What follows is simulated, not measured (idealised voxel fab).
process module | voxel quadruple lines
Xsec cut, 290 nm wide, square cell size 5 nm.
Each cross-section below is a grid of square cells, stated as bands in top-down order, with one or more rows of cells making up each band.
For a band, the entry starts with two heights in nm, that of the top and then that of the bottom, and carries on with the band's materials in order from left to right, each alongside its width in nm; the word "everywhere" beside a single material means it fills the band edge to edge, and "air" means empty space.
Ref level 0: as-received wafer is one material below here. Bottom band extends down with no lower bound ("0 and below").
You'd read "30 to 40" like this: the band's top row of cells is as wide as the first number, its bottom row is as wide as the second, and going down, every row changes width by the same amount as the row before did.
A step reported as "no modifications" is a step in which no cell of the cross-section changed.
"Sealed-off cavities" lists enclosed empty spaces (at least 8 cells, no open path upward to the top), each as width x height at distance from the left edge, in nm.
after a step's settings: what the simulator itself notes on the step
overlay nm: step with mask; distance mask lay right of planned place; negative value = left of planned place.

Intended process steps
| 1 | RECEIVE: material Si |
| 2 | CONFORMAL_DEP: material SiO2, thk nm 10 |
| 3 | DIRECTIONAL_DEP: material TiN, thk nm 15 |
| 4 | DIRECTIONAL_DEP: material polySi, thk nm 20 |
| 5 | DIRECTIONAL_DEP: material aC, thk nm 20 |
| 6 | PATTERN: tone cover, mask id MANDREL, material resist, width nm 35, thk nm 25, overlay nm -15 |
| 7 | DIRECTIONAL_ETCH: etch materials aC, depth nm 20 |
| 8 | STRIP: etch materials resist |
| 9 | CONFORMAL_DEP: material SiO2, thk nm 15 |
| 10 | DIRECTIONAL_ETCH: etch materials SiO2, depth nm 15 |
| 11 | STRIP: etch materials aC |
| 12 | DIRECTIONAL_ETCH: etch materials polySi, depth nm 20 |
| 13 | STRIP: etch materials SiO2 |
| 14 | CONFORMAL_DEP: material SiN, thk nm 10 |
| 15 | DIRECTIONAL_ETCH: etch materials SiN, depth nm 10 |
| 16 | STRIP: etch materials polySi |
| 17 | DIRECTIONAL_ETCH: etch materials TiN, depth nm 15 |
| 18 | STRIP: etch materials SiN |
| 19 | FILL_DEP: material lowk, thk nm 10 |
| 20 | CMP: height nm 25 |
Quick note for whoever runs this: the wafers start identical, but the overlay nm at step 6 isn't the same across them. The plan just shows what the first wafer had.

After step 1, as received: first of several wafers, cross-section
0 and below: Si everywhere
Sealed-off cavities: none

The first of several wafers, seen in cross-section after the module's last step, step 20
25 down to 10: 85 nm lowk, 10 nm TiN, 15 nm lowk, 10 nm TiN, 15 nm lowk, 10 nm TiN, 15 nm lowk, 10 nm TiN, 120 nm lowk
10 down to 0: SiO2 everywhere
0 and below: Si everywhere
Sealed-off cavities: none

X-section, last wafer, module end
25 down to 10: 115 nm lowk, 10 nm TiN, 15 nm lowk, 10 nm TiN, 15 nm lowk, 10 nm TiN, 15 nm lowk, 10 nm TiN, 90 nm lowk
10 down to 0: SiO2 everywhere
0 and below: Si everywhere
Sealed-off cavities: none

Basically each wafer gets a line in the table, showing it at the end of the module: material by material, the cells it gained (+) or lost (-) since we got it, then its closed voids
overlay nm -15 | +116 SiO2 | +24 TiN | +150 lowk | Sealed-off cavities: none
overlay nm -10 | +116 SiO2 | +24 TiN | +150 lowk | Sealed-off cavities: none
overlay nm -5 | +116 SiO2 | +24 TiN | +150 lowk | Sealed-off cavities: none
overlay nm 0 | +116 SiO2 | +24 TiN | +150 lowk | Sealed-off cavities: none
overlay nm 5 | +116 SiO2 | +24 TiN | +150 lowk | Sealed-off cavities: none
overlay nm 10 | +116 SiO2 | +24 TiN | +150 lowk | Sealed-off cavities: none
overlay nm 15 | +116 SiO2 | +24 TiN | +150 lowk | Sealed-off cavities: none
